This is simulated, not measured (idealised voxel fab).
process module | voxel spacer lines
cross-section cut | 210 nm wide | cells 5 nm
A cross-section is a grid of square cells, given in bands from the top down. A band is one or more rows of cells.
Each band's line starts with the height of the band's top and of its bottom, in nm. Then come its materials from left to right, each with its width in nm. One material with "throughout" fills the band from edge to edge. "air" is empty space.
Height 0 is the level under which the wafer as received is all one material. The lowest band goes on downwards, as in "0 down".
A width such as "30 to 40" changes by the same amount from each row of cells to the next, from the band's top row to its bottom row.
"no change" after a step means that no cell of the cross-section changed.
closed voids: empty space of 8 cells or more with no open way to the top, each as width x height at its distance from the left edge, in nm
after a step's settings: what the simulator itself notes on the step
overlay nm, on a step with a mask: how far to the right of its planned place the mask lay; to the left if negative
plan
1 op RECEIVE | material Si
2 op CONFORMAL_DEP | material Al2O3 | thk nm 5
3 op DIRECTIONAL_DEP | material polySi | thk nm 15
4 op DIRECTIONAL_DEP | material aC | thk nm 20
5 op PATTERN | tone cover | mask id MANDREL | material resist | width nm 15 | pitch nm 60 | thk nm 25 | overlay nm 0
6 op DIRECTIONAL_ETCH | etch materials aC | depth nm 20
7 op STRIP | etch materials resist
8 op CONFORMAL_DEP | material SiO2 | thk nm 15
9 op DIRECTIONAL_ETCH | etch materials SiO2 | depth nm 15
10 op STRIP | etch materials aC
11 op DIRECTIONAL_ETCH | etch materials polySi | depth nm 15
12 op STRIP | etch materials SiO2
13 op FILL_DEP | material SiO2 | thk nm 10
14 op CMP | height nm 20
first wafer, as planned
as received, after step 1
  0 down: Si throughout
  closed voids: none
after step 2
  5 to 0: Al2O3 throughout
  below 0: unchanged
after step 3
  20 to 5: polySi throughout
  below 5: unchanged
after step 4
  40 to 20: aC throughout
  below 20: unchanged
after step 5
  65 to 40: air 65 | resist 15 | air 45 | resist 15 | air 70
  below 40: unchanged
after step 6
  45 to 40: air 65 | resist 15 | air 45 | resist 15 | air 70
  40 to 20: air 65 | aC 15 | air 45 | aC 15 | air 70
  below 20: unchanged
after step 7
  40 to 20: air 65 | aC 15 | air 45 | aC 15 | air 70
  below 20: unchanged
after step 8
  55 to 40: air 50 | SiO2 45 | air 15 | SiO2 45 | air 55
  40 to 35: air 50 | SiO2 15 | aC 15 | SiO2 15 | air 15 | SiO2 15 | aC 15 | SiO2 15 | air 55
  35 to 20: SiO2 65 | aC 15 | SiO2 45 | aC 15 | SiO2 70
  below 20: unchanged
after step 9
  40 to 20: air 50 | SiO2 15 | aC 15 | SiO2 15 | air 15 | SiO2 15 | aC 15 | SiO2 15 | air 55
  below 20: unchanged
after step 10
  40 to 20: air 50 | SiO2 15 | air 15 | SiO2 15 | air 15 | SiO2 15 | air 15 | SiO2 15 | air 55
  below 20: unchanged
after step 11
  40 to 20: air 50 | SiO2 15 | air 15 | SiO2 15 | air 15 | SiO2 15 | air 15 | SiO2 15 | air 55
  20 to 5: air 50 | polySi 15 | air 15 | polySi 15 | air 15 | polySi 15 | air 15 | polySi 15 | air 55
  below 5: unchanged
after step 12
  20 to 5: air 50 | polySi 15 | air 15 | polySi 15 | air 15 | polySi 15 | air 15 | polySi 15 | air 55
  below 5: unchanged
after step 13
  30 to 20: SiO2 throughout
  20 to 5: SiO2 50 | polySi 15 | SiO2 15 | polySi 15 | SiO2 15 | polySi 15 | SiO2 15 | polySi 15 | SiO2 55
  below 5: unchanged
after step 14
  20 to 5: SiO2 50 | polySi 15 | SiO2 15 | polySi 15 | SiO2 15 | polySi 15 | SiO2 15 | polySi 15 | SiO2 55
  below 5: unchanged
second wafer: like start, like plan, one mistake. Through step 1 it matches the first wafer
when step 2 should have ended
  5 to 0: polySi throughout
  below 0: unchanged
when step 3 should have ended
  20 to 0: polySi throughout
  below 0: unchanged
when step 4 should have ended
  40 to 20: aC throughout
  below 20: unchanged
when step 5 should have ended
  65 to 40: air 65 | resist 15 | air 45 | resist 15 | air 70
  below 40: unchanged
when step 6 should have ended
  45 to 40: air 65 | resist 15 | air 45 | resist 15 | air 70
  40 to 20: air 65 | aC 15 | air 45 | aC 15 | air 70
  below 20: unchanged
when step 7 should have ended
  40 to 20: air 65 | aC 15 | air 45 | aC 15 | air 70
  below 20: unchanged
when step 8 should have ended
  55 to 40: air 50 | SiO2 45 | air 15 | SiO2 45 | air 55
  40 to 35: air 50 | SiO2 15 | aC 15 | SiO2 15 | air 15 | SiO2 15 | aC 15 | SiO2 15 | air 55
  35 to 20: SiO2 65 | aC 15 | SiO2 45 | aC 15 | SiO2 70
  below 20: unchanged
when step 9 should have ended
  40 to 20: air 50 | SiO2 15 | aC 15 | SiO2 15 | air 15 | SiO2 15 | aC 15 | SiO2 15 | air 55
  below 20: unchanged
when step 10 should have ended
  40 to 20: air 50 | SiO2 15 | air 15 | SiO2 15 | air 15 | SiO2 15 | air 15 | SiO2 15 | air 55
  below 20: unchanged
when step 11 should have ended
  40 to 20: air 50 | SiO2 15 | air 15 | SiO2 15 | air 15 | SiO2 15 | air 15 | SiO2 15 | air 55
  20 to 5: air 50 | polySi 15 | air 15 | polySi 15 | air 15 | polySi 15 | air 15 | polySi 15 | air 55
  below 5: unchanged
when step 12 should have ended
  20 to 5: air 50 | polySi 15 | air 15 | polySi 15 | air 15 | polySi 15 | air 15 | polySi 15 | air 55
  below 5: unchanged
when step 13 should have ended
  30 to 20: SiO2 throughout
  20 to 5: SiO2 50 | polySi 15 | SiO2 15 | polySi 15 | SiO2 15 | polySi 15 | SiO2 15 | polySi 15 | SiO2 55
  below 5: unchanged
when step 14 should have ended
  20 to 5: SiO2 50 | polySi 15 | SiO2 15 | polySi 15 | SiO2 15 | polySi 15 | SiO2 15 | polySi 15 | SiO2 55
  below 5: unchanged
what went wrong: step 2 ran as: op CONFORMAL_DEP | material polySi | thk nm 5
at the end the second wafer has, in cells: 42 fewer of Al2O3 | 42 more of polySi
